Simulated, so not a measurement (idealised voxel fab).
The following process module bears the name voxel wiring stack.
Section shown: cut. Width: 195 nm. Cell size: 5 nm, square.
Format of a cross-section: grid, square cells. Given as bands. Order: top down. Band: one or more rows of cells. What a band's entry tells you: where the top is and where the bottom is, as heights in nm, and after that what lies inside, material by material from left to right, each with its width in nm. Empty space is written as the word "air", and a single material marked with the word "all across" occupies the band from edge to edge. Height 0 is the level under which the wafer as received is all one material. The lowest band goes on downwards, as in "0 -> down". Per-row width for "30..40": begins at first number (top row of band), ends at second number (bottom row), increment between rows held constant. What does "nothing altered" mean for a step? It means no cell of the cross-section changed in that step. Look at "Enclosed void listing" for the closed voids: empty spaces with no open path to the top, sized 8 cells or up. Each is width x height at distance, distance from the left edge, all nm. Post-settings text on a step line: simulator's own remark regarding the step. overlay nm: mask right of planned place by this much (step with mask). Neg. = left.
STEPS PLANNED FOR THE PROCESS
| 1 | RECEIVE [material Si] |
| 2 | CONFORMAL_DEP [material SiO2] [thk nm 10] |
| 3 | CONFORMAL_DEP [material SiCN] [thk nm 5] |
| 4 | DIRECTIONAL_DEP [material lowk] [thk nm 20] |
| 5 | MASKED_ETCH [tone open] [mask id METAL_1] [width nm 25] [pitch nm 45] [etch materials lowk] [depth nm 20] [overlay nm 0] |
| 6 | MASKED_ETCH [tone open] [mask id METAL_1] [width nm 25] [pitch nm 45] [etch materials SiCN] [depth nm 5] [overlay nm 0] |
| 7 | CONFORMAL_DEP [material TiN] [thk nm 5] |
| 8 | FILL_DEP [material Ru] [thk nm 5] |
| 9 | CMP [height nm 35] |
| 10 | CONFORMAL_DEP [material SiCN] [thk nm 5] |
| 11 | DIRECTIONAL_DEP [material SiO2] [thk nm 35] |
| 12 | MASKED_ETCH [tone open] [mask id METAL_2_HOLES] [width nm 15] [pitch nm 45] [etch materials SiO2] [depth nm 35] [overlay nm 0] |
| 13 | DIRECTIONAL_DEP [material aC] [thk nm 15] |
| 14 | PATTERN [tone open] [mask id METAL_2] [material resist] [width nm 25] [pitch nm 45] [thk nm 30] [overlay nm 0] |
| 15 | DIRECTIONAL_ETCH [etch materials aC] [depth nm 15] |
| 16 | STRIP [etch materials resist] |
| 17 | DIRECTIONAL_ETCH [etch materials SiO2] [depth nm 20] |
| 18 | DIRECTIONAL_ETCH [etch materials SiCN] [depth nm 5] |
| 19 | STRIP [etch materials aC] |
| 20 | CONFORMAL_DEP [material TiN] [thk nm 5] |
| 21 | FILL_DEP [material Cu] [thk nm 5] |
| 22 | CMP [height nm 75] |
| 23 | CONFORMAL_DEP [material SiCN] [thk nm 5] |
| 24 | DIRECTIONAL_DEP [material SiO2] [thk nm 10] |
| 25 | DIRECTIONAL_DEP [material aC] [thk nm 10] |
| 26 | PATTERN [tone open] [mask id PLUG_2] [material resist] [width nm 15] [pitch nm 90] [thk nm 25] [overlay nm 0] |
| 27 | DIRECTIONAL_ETCH [etch materials aC] [depth nm 10] |
| 28 | STRIP [etch materials resist] |
| 29 | DIRECTIONAL_ETCH [etch materials SiO2] [depth nm 10] |
| 30 | DIRECTIONAL_ETCH [etch materials SiCN] [depth nm 5] |
| 31 | STRIP [etch materials aC] |
| 32 | CONFORMAL_DEP [material TiN] [thk nm 5] |
| 33 | FILL_DEP [material Cu] [thk nm 5] |
| 34 | CMP [height nm 90] |
| 35 | DIRECTIONAL_DEP [material TiN] [thk nm 5] |
| 36 | DIRECTIONAL_DEP [material W] [thk nm 20] |
| 37 | MASKED_ETCH [tone cover] [mask id METAL_3] [width nm 25] [pitch nm 45] [etch materials W] [depth nm 20] [overlay nm 0] |
| 38 | MASKED_ETCH [tone cover] [mask id METAL_3] [width nm 25] [pitch nm 45] [etch materials TiN] [depth nm 5] [overlay nm 0] |
| 39 | CONFORMAL_DEP [material SiCN] [thk nm 5] |
| 40 | FILL_DEP [material SiO2] [thk nm 10] |
| 41 | CMP [height nm 115] |
| 42 | CONFORMAL_DEP [material SiN] [thk nm 5] |
AS-RECEIVED STATE OF THE WAFER IN CROSS-SECTION, EQUIVALENT TO POST-STEP 1
  0 -> down = Si all across
  Enclosed void listing: none
CROSS-SECTION: FIRST OF TWO WAFERS, MODULE FINISHED, RUN ACCORDING TO PLAN
  120 -> 115 = SiN all across
  115 -> 95 = SiO2 35 nm | SiCN 5 nm | W 25 nm | SiCN 5 nm | SiO2 10 nm | SiCN 5 nm | W 25 nm | SiCN 5 nm | SiO2 10 nm | SiCN 5 nm | W 25 nm | SiCN 5 nm | SiO2 35 nm
  95 -> 90 = SiCN 40 nm | TiN 25 nm | SiCN 20 nm | TiN 25 nm | SiCN 20 nm | TiN 25 nm | SiCN 40 nm
  90 -> 80 = SiO2 40 nm | TiN 5 nm | Cu 5 nm | TiN 5 nm | SiO2 75 nm | TiN 5 nm | Cu 5 nm | TiN 5 nm | SiO2 50 nm
  80 -> 75 = SiCN 40 nm | TiN 15 nm | SiCN 75 nm | TiN 15 nm | SiCN 50 nm
  75 -> 60 = SiO2 40 nm | TiN 5 nm | Cu 15 nm | TiN 5 nm | SiO2 20 nm | TiN 5 nm | Cu 15 nm | TiN 5 nm | SiO2 20 nm | TiN 5 nm | Cu 15 nm | TiN 5 nm | SiO2 40 nm
  60 -> 55 = SiO2 40 nm | TiN 5 nm | Cu 5 nm | TiN 15 nm | SiO2 20 nm | TiN 5 nm | Cu 5 nm | TiN 15 nm | SiO2 20 nm | TiN 5 nm | Cu 5 nm | TiN 15 nm | SiO2 40 nm
  55 -> 40 = SiO2 40 nm | TiN 5 nm | Cu 5 nm | TiN 5 nm | SiO2 30 nm | TiN 5 nm | Cu 5 nm | TiN 5 nm | SiO2 30 nm | TiN 5 nm | Cu 5 nm | TiN 5 nm | SiO2 50 nm
  40 -> 35 = SiCN 40 nm | TiN 15 nm | SiCN 30 nm | TiN 15 nm | SiCN 30 nm | TiN 15 nm | SiCN 50 nm
  35 -> 15 = lowk 40 nm | TiN 5 nm | Ru 15 nm | TiN 5 nm | lowk 20 nm | TiN 5 nm | Ru 15 nm | TiN 5 nm | lowk 20 nm | TiN 5 nm | Ru 15 nm | TiN 5 nm | lowk 40 nm
  15 -> 10 = SiCN 40 nm | TiN 25 nm | SiCN 20 nm | TiN 25 nm | SiCN 20 nm | TiN 25 nm | SiCN 40 nm
  10 -> 0 = SiO2 all across
  0 -> down = Si all across
  Enclosed void listing: none
WAFER TWO, END OF MODULE, CROSS-SECTION. SAME START, SAME PLAN AS WAFER ONE. ONE MISTAKE IN THE RUN
  120 -> 115 = SiN all across
  115 -> 100 = SiO2 35 nm | SiCN 5 nm | W 25 nm | SiCN 5 nm | SiO2 10 nm | SiCN 5 nm | W 25 nm | SiCN 5 nm | SiO2 10 nm | SiCN 5 nm | W 25 nm | SiCN 5 nm | SiO2 35 nm
  100 -> 95 = SiCN 40 nm | TiN 25 nm | SiCN 20 nm | TiN 25 nm | SiCN 20 nm | TiN 25 nm | SiCN 40 nm
  95 -> 90 = TiN 45 nm | Cu 5 nm | TiN 85 nm | Cu 5 nm | TiN 55 nm
  90 -> 80 = SiO2 40 nm | TiN 5 nm | Cu 5 nm | TiN 5 nm | SiO2 75 nm | TiN 5 nm | Cu 5 nm | TiN 5 nm | SiO2 50 nm
  80 -> 75 = SiCN 40 nm | TiN 15 nm | SiCN 75 nm | TiN 15 nm | SiCN 50 nm
  75 -> 60 = SiO2 40 nm | TiN 5 nm | Cu 15 nm | TiN 5 nm | SiO2 20 nm | TiN 5 nm | Cu 15 nm | TiN 5 nm | SiO2 20 nm | TiN 5 nm | Cu 15 nm | TiN 5 nm | SiO2 40 nm
  60 -> 55 = SiO2 40 nm | TiN 5 nm | Cu 5 nm | TiN 15 nm | SiO2 20 nm | TiN 5 nm | Cu 5 nm | TiN 15 nm | SiO2 20 nm | TiN 5 nm | Cu 5 nm | TiN 15 nm | SiO2 40 nm
  55 -> 40 = SiO2 40 nm | TiN 5 nm | Cu 5 nm | TiN 5 nm | SiO2 30 nm | TiN 5 nm | Cu 5 nm | TiN 5 nm | SiO2 30 nm | TiN 5 nm | Cu 5 nm | TiN 5 nm | SiO2 50 nm
  40 -> 35 = SiCN 40 nm | TiN 15 nm | SiCN 30 nm | TiN 15 nm | SiCN 30 nm | TiN 15 nm | SiCN 50 nm
  35 -> 15 = lowk 40 nm | TiN 5 nm | Ru 15 nm | TiN 5 nm | lowk 20 nm | TiN 5 nm | Ru 15 nm | TiN 5 nm | lowk 20 nm | TiN 5 nm | Ru 15 nm | TiN 5 nm | lowk 40 nm
  15 -> 10 = SiCN 40 nm | TiN 25 nm | SiCN 20 nm | TiN 25 nm | SiCN 20 nm | TiN 25 nm | SiCN 40 nm
  10 -> 0 = SiO2 all across
  0 -> down = Si all across
  Enclosed void listing: none
Diagnosis: step 34 was not run as planned; what actually ran was CMP [height nm 95]
Upon completion, the second wafer contains, in terms of cells, a greater or smaller amount of certain materials than the first wafer: 2 more of Cu | 6 fewer of SiCN | 18 fewer of SiO2 | 37 more of TiN | 15 fewer of W
